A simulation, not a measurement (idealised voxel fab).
Name of the process module below: voxel lift off
165 nm wide, 5 nm square cells: that's cross-section cut.
Cross-section = grid of square cells, listed top down in bands; band = one or more rows.
Look at the band entry: it leads with the top's height and the bottom's height in nm. Then it lists the materials left to right, with a width in nm for each. The word "everywhere" on a single material says that material fills the band edge to edge. The word "air" is empty space.
The level at which height equals 0 is the one under which the wafer, as it arrives, is entirely one material. No lower edge exists for the bottom band, which continues downward and is notated as in "from 0 down".
The expression "30->40" gives the width at the extremes of the band, the first number at its top row of cells and the second at its bottom row, with the width changing by equal amounts from each row to the next in between.
Where the words "nothing different" appear for a step, the cross-section shows no cell changed by that step; every cell remained as before.
If an empty space has no open way to the top and is at least 8 cells in size, "Completely enclosed voids" lists it, written width x height at distance, where distance is measured from the left edge and every value is in nm.
Past the settings on a step's line: simulator remark, on that step.
"overlay nm" answers the question of how far to the right of plan the mask lay on a step that has a mask, and when it is negative the answer is to the left.
-- This section lists the process steps that were planned
- 1: RECEIVE (material Si)
- 2: CONFORMAL_DEP (material Al2O3; thk nm 5)
- 3: PATTERN (tone open; mask id LINES; material resist; width nm 30; pitch nm 45; thk nm 15; overlay nm 0)
- 4: DIRECTIONAL_DEP (material Ru; thk nm 5)
- 5: STRIP (etch materials resist)
- 6: CONFORMAL_DEP (material SiN; thk nm 5)
-- Cross-section of the wafer at receipt, which is the condition after step 1
> from 0 down | Si everywhere
> Completely enclosed voids: none
-- Run as planned - first of the two wafers cross-sectioned at the end of the module
> from 15 to 10 | air 15 nm  SiN 40 nm  air 5 nm  SiN 40 nm  air 5 nm  SiN 40 nm  air 20 nm
> from 10 to 5 | SiN 20 nm  Ru 30 nm  SiN 15 nm  Ru 30 nm  SiN 15 nm  Ru 30 nm  SiN 25 nm
> from 5 to 0 | Al2O3 everywhere
> from 0 down | Si everywhere
> Completely enclosed voids: none
-- Here is the second of the two wafers cut open at the end of the module - same start, same plan as the first one, but we made one mistake running it
> from 15 to 10 | air 15 nm  Ru 40 nm  air 5 nm  Ru 40 nm  air 5 nm  Ru 40 nm  air 20 nm
> from 10 to 5 | Ru everywhere
> from 5 to 0 | Al2O3 everywhere
> from 0 down | Si everywhere
> Completely enclosed voids: none
Deviation from plan: step 6 was run on a setting that differed from the plan, and what really ran there is CONFORMAL_DEP (material Ru; thk nm 5)
End check, counted in cells, second wafer has more or fewer of these materials than the first: +39 Ru | -39 SiN
